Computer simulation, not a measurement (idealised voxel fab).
The following is a process module called voxel transistor to metal.
Shown is cross-section cut, with a width of 160 nm and square cells of size 5 nm.
A cross-section in this document is a grid of square cells, and it is written down as bands, the top band listed before the ones below it; a band is made up of one or more rows of cells.
The band entry comprises the height of the band's top followed by the height of its bottom, expressed in nm, and subsequently the band's materials from left to right, each stated together with its width in nm. Where a single material is marked with the word "full width", that material fills the band from edge to edge. The word "air" represents empty space.
Heights are reckoned from 0. Under this level, the received wafer is all of one material. The bottommost band is open-ended downward, for example "from 0 down".
Top row gets the first number, bottom row gets the second, and each row in between changes by the same step: that is how a band width like "30->40" works.
You'll sometimes find "no modification" written for a step, and that's the way of saying that nowhere in the cross-section did a cell change during that step.
What "Closed void listing" gives you is every empty space of 8 cells or more that is cut off from the top. Each appears as width x height at distance, with the distance taken from the left edge and width, height and distance all in nm.
It should be noted that, on the line of a given step, the content following the step's settings is a remark produced by the simulator itself with respect to that step.
Among the settings permitted on a step's line is "overlay nm"; applied to a step with a mask, it specifies the extent to which the mask lay to the right of its planned position, whereas a negative figure signifies a position to the left.
The steps planned for the process are as follows
| 1 | RECEIVE: material Si |
| 2 | CONFORMAL_DEP: material SiO2, thk nm 5 |
| 3 | CONFORMAL_DEP: material SiN, thk nm 10 |
| 4 | MASKED_ETCH: tone cover, mask id ACTIVE, width nm 115, etch materials SiN, depth nm 10, overlay nm 0 |
| 5 | MASKED_ETCH: tone cover, mask id ACTIVE, width nm 115, etch materials SiO2, depth nm 5, overlay nm 0 |
| 6 | MASKED_ETCH: tone cover, mask id ACTIVE, width nm 115, etch materials Si, depth nm 30, overlay nm 0 |
| 7 | OXIDIZE: depth nm 5 |
| 8 | FILL_DEP: material SiO2, thk nm 15 |
| 9 | CMP: height nm 15 |
| 10 | SELECTIVE_ETCH: etch materials SiO2, depth nm 10 |
| 11 | STRIP: etch materials SiN |
| 12 | SELECTIVE_ETCH: etch materials SiO2, depth nm 5 |
| 13 | OXIDIZE: depth nm 5 |
| 14 | DIRECTIONAL_DEP: material polySi, thk nm 25 |
| 15 | DIRECTIONAL_DEP: material SiCN, thk nm 10 |
| 16 | PATTERN: tone cover, mask id GATE, material resist, width nm 25, thk nm 20, overlay nm 0 |
| 17 | DIRECTIONAL_ETCH: etch materials SiCN, depth nm 20 |
| 18 | DIRECTIONAL_ETCH: etch materials polySi, depth nm 35 |
| 19 | STRIP: etch materials resist |
| 20 | CONFORMAL_DEP: material SiO2, thk nm 5 |
| 21 | DIRECTIONAL_ETCH: etch materials SiO2, depth nm 5 |
| 22 | CONFORMAL_DEP: material SiN, thk nm 5 |
| 23 | DIRECTIONAL_ETCH: etch materials SiN, depth nm 5 |
| 24 | DIRECTIONAL_ETCH: etch materials SiO2, depth nm 5 |
| 25 | EPI: material pSi, thk nm 5 |
| 26 | FILL_DEP: material SiO2, thk nm 10 |
| 27 | CMP: height nm 35 |
| 28 | DIRECTIONAL_DEP: material SiO2, thk nm 10 |
| 29 | MASKED_ETCH: tone open, mask id CONTACT, width nm 35, pitch nm 70, etch materials SiO2, depth nm 45, overlay nm 0 |
| 30 | CONFORMAL_DEP: material TiN, thk nm 5 |
| 31 | FILL_DEP: material Ru, thk nm 10 |
| 32 | CMP: height nm 45 |
| 33 | CONFORMAL_DEP: material SiN, thk nm 5 |
| 34 | DIRECTIONAL_DEP: material lowk, thk nm 20 |
| 35 | PATTERN: tone open, mask id METAL_1, material resist, width nm 20, pitch nm 85, thk nm 20, overlay nm 0 |
| 36 | DIRECTIONAL_ETCH: etch materials lowk, depth nm 20 |
| 37 | DIRECTIONAL_ETCH: etch materials SiN, depth nm 5 |
| 38 | STRIP: etch materials resist |
| 39 | CONFORMAL_DEP: material TiN, thk nm 5 |
| 40 | FILL_DEP: material W, thk nm 5 |
| 41 | CMP: height nm 70 |
| 42 | EPI: material Ru, thk nm 5 |
| 43 | FILL_DEP: material SiCN, thk nm 5 |
Cross-section of the wafer as it came to us, i.e., already through step 1
- from 0 down  Si full width
- Closed void listing: none
Starting structure and process plan are as shown above, but one mistake was made in running the module; the wafer cross-section at the end of the module follows
- from 80 to 75  SiCN full width
- from 75 to 70  20 SiCN; 30 Ru; 55 SiCN; 30 Ru; 25 SiCN
- from 70 to 50  25 lowk; 5 TiN; 10 W; 5 TiN; 65 lowk; 5 TiN; 10 W; 5 TiN; 30 lowk
- from 50 to 45  25 SiN; 20 TiN; 65 SiN; 20 TiN; 30 SiN
- from 45 to 35  25 SiO2; 5 TiN; 25->20 Ru; 5->10 TiN; 35 SiO2; 5->10 TiN; 25->20 Ru; 5 TiN; 30 SiO2
- from 35 to 25  25 SiO2; 5 TiN; 20 Ru; 5 TiN; 5 SiN; 5 SiO2; 25 SiCN; 5 SiO2; 5 SiN; 5 TiN; 20 Ru; 5 TiN; 30 SiO2
- from 25 to 5  25 SiO2; 5 TiN; 20 Ru; 5 TiN; 5 SiN; 5 SiO2; 25 polySi; 5 SiO2; 5 SiN; 5 TiN; 20 Ru; 5 TiN; 30 SiO2
- from 5 to 0  25 SiO2; 30 TiN; 5 SiN; 5 SiO2; 25 polySi; 5 SiO2; 5 SiN; 30 TiN; 30 SiO2
- from 0 to -5  20 SiO2; 35 pSi; 45 SiO2; 35 pSi; 25 SiO2
- from -5 to -65  25 SiO2; 105 Si; 30 SiO2
- from -65 down  Si full width
- Closed void listing: none
Heads up, the wafer didn't run the way we planned it: plan step 6 was conducted twice
